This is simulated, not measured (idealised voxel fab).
process module | voxel double patterning
cross-section cut | 200 nm wide | cells 5 nm
A cross-section is a grid of square cells, given in bands from the top down. A band is one or more rows of cells.
Each band's line starts with the height of the band's top and of its bottom, in nm. Then come its materials from left to right, each with its width in nm. One material with "throughout" fills the band from edge to edge. "air" is empty space.
Height 0 is the level under which the wafer as received is all one material. The lowest band goes on downwards, as in "0 down".
A width such as "30 to 40" changes by the same amount from each row of cells to the next, from the band's top row to its bottom row.
"no change" after a step means that no cell of the cross-section changed.
closed voids: empty space of 8 cells or more with no open way to the top, each as width x height at its distance from the left edge, in nm
after a step's settings: what the simulator itself notes on the step
overlay nm, on a step with a mask: how far to the right of its planned place the mask lay; to the left if negative
plan
1 op RECEIVE | material Si
2 op CONFORMAL_DEP | material SiO2 | thk nm 10
3 op DIRECTIONAL_DEP | material TiN | thk nm 15
4 op DIRECTIONAL_DEP | material SiCN | thk nm 10
5 op DIRECTIONAL_DEP | material aC | thk nm 15
6 op PATTERN | tone open | mask id FIRST | material resist | width nm 15 | pitch nm 50 | thk nm 35 | overlay nm 0
7 op DIRECTIONAL_ETCH | etch materials aC | depth nm 15
8 op STRIP | etch materials resist
9 op DIRECTIONAL_ETCH | etch materials SiCN | depth nm 10
10 op STRIP | etch materials aC
11 op PATTERN | tone open | mask id SECOND | material resist | width nm 15 | pitch nm 50 | thk nm 20 | overlay nm 0
12 op DIRECTIONAL_ETCH | etch materials SiCN | depth nm 10
13 op STRIP | etch materials resist
14 op DIRECTIONAL_ETCH | etch materials TiN | depth nm 15
15 op STRIP | etch materials SiCN
first wafer, as planned
as received, after step 1
  0 down: Si throughout
  closed voids: none
after step 2
  10 to 0: SiO2 throughout
  below 0: unchanged
after step 3
  25 to 10: TiN throughout
  below 10: unchanged
after step 4
  35 to 25: SiCN throughout
  below 25: unchanged
after step 5
  50 to 35: aC throughout
  below 35: unchanged
after step 6
  85 to 50: resist 40 | air 15 | resist 35 | air 15 | resist 35 | air 15 | resist 45
  below 50: unchanged
after step 7
  70 to 50: resist 40 | air 15 | resist 35 | air 15 | resist 35 | air 15 | resist 45
  50 to 35: aC 40 | air 15 | aC 35 | air 15 | aC 35 | air 15 | aC 45
  below 35: unchanged
after step 8
  50 to 35: aC 40 | air 15 | aC 35 | air 15 | aC 35 | air 15 | aC 45
  below 35: unchanged
after step 9
  50 to 35: aC 40 | air 15 | aC 35 | air 15 | aC 35 | air 15 | aC 45
  35 to 25: SiCN 40 | air 15 | SiCN 35 | air 15 | SiCN 35 | air 15 | SiCN 45
  below 25: unchanged
after step 10
  35 to 25: SiCN 40 | air 15 | SiCN 35 | air 15 | SiCN 35 | air 15 | SiCN 45
  below 25: unchanged
after step 11
  55 to 35: resist 65 | air 15 | resist 35 | air 15 | resist 70
  35 to 25: SiCN 40 | resist 15 | SiCN 35 | resist 15 | SiCN 35 | resist 15 | SiCN 45
  below 25: unchanged
after step 12
  55 to 35: resist 65 | air 15 | resist 35 | air 15 | resist 70
  35 to 25: SiCN 40 | resist 15 | SiCN 10 | air 15 | SiCN 10 | resist 15 | SiCN 10 | air 15 | SiCN 10 | resist 15 | SiCN 45
  below 25: unchanged
after step 13
  35 to 25: SiCN 40 | air 15 | SiCN 10 | air 15 | SiCN 10 | air 15 | SiCN 10 | air 15 | SiCN 10 | air 15 | SiCN 45
  below 25: unchanged
after step 14
  35 to 25: SiCN 40 | air 15 | SiCN 10 | air 15 | SiCN 10 | air 15 | SiCN 10 | air 15 | SiCN 10 | air 15 | SiCN 45
  25 to 10: TiN 40 | air 15 | TiN 10 | air 15 | TiN 10 | air 15 | TiN 10 | air 15 | TiN 10 | air 15 | TiN 45
  below 10: unchanged
after step 15
  25 to 10: TiN 40 | air 15 | TiN 10 | air 15 | TiN 10 | air 15 | TiN 10 | air 15 | TiN 10 | air 15 | TiN 45
  below 10: unchanged
second wafer: like start, like plan, one mistake. Through step 5 it matches the first wafer
when step 6 should have ended
  85 to 50: resist 40 | air 20 | resist 30 | air 20 | resist 30 | air 20 | resist 40
  below 50: unchanged
when step 7 should have ended
  70 to 50: resist 40 | air 20 | resist 30 | air 20 | resist 30 | air 20 | resist 40
  50 to 35: aC 40 | air 20 | aC 30 | air 20 | aC 30 | air 20 | aC 40
  below 35: unchanged
when step 8 should have ended
  50 to 35: aC 40 | air 20 | aC 30 | air 20 | aC 30 | air 20 | aC 40
  below 35: unchanged
when step 9 should have ended
  50 to 35: aC 40 | air 20 | aC 30 | air 20 | aC 30 | air 20 | aC 40
  35 to 25: SiCN 40 | air 20 | SiCN 30 | air 20 | SiCN 30 | air 20 | SiCN 40
  below 25: unchanged
when step 10 should have ended
  35 to 25: SiCN 40 | air 20 | SiCN 30 | air 20 | SiCN 30 | air 20 | SiCN 40
  below 25: unchanged
when step 11 should have ended
  55 to 35: resist 65 | air 15 | resist 35 | air 15 | resist 70
  35 to 25: SiCN 40 | resist 20 | SiCN 30 | resist 20 | SiCN 30 | resist 20 | SiCN 40
  below 25: unchanged
when step 12 should have ended
  55 to 35: resist 65 | air 15 | resist 35 | air 15 | resist 70
  35 to 25: SiCN 40 | resist 20 | SiCN 5 | air 15 | SiCN 10 | resist 20 | SiCN 5 | air 15 | SiCN 10 | resist 20 | SiCN 40
  below 25: unchanged
when step 13 should have ended
  35 to 25: SiCN 40 | air 20 | SiCN 5 | air 15 | SiCN 10 | air 20 | SiCN 5 | air 15 | SiCN 10 | air 20 | SiCN 40
  below 25: unchanged
when step 14 should have ended
  35 to 25: SiCN 40 | air 20 | SiCN 5 | air 15 | SiCN 10 | air 20 | SiCN 5 | air 15 | SiCN 10 | air 20 | SiCN 40
  25 to 10: TiN 40 | air 20 | TiN 5 | air 15 | TiN 10 | air 20 | TiN 5 | air 15 | TiN 10 | air 20 | TiN 40
  below 10: unchanged
when step 15 should have ended
  25 to 10: TiN 40 | air 20 | TiN 5 | air 15 | TiN 10 | air 20 | TiN 5 | air 15 | TiN 10 | air 20 | TiN 40
  below 10: unchanged
what went wrong: step 6 ran as: op PATTERN | tone open | mask id FIRST | material resist | width nm 20 | pitch nm 50 | thk nm 35 | overlay nm 0
at the end the second wafer has, in cells: 9 fewer of TiN
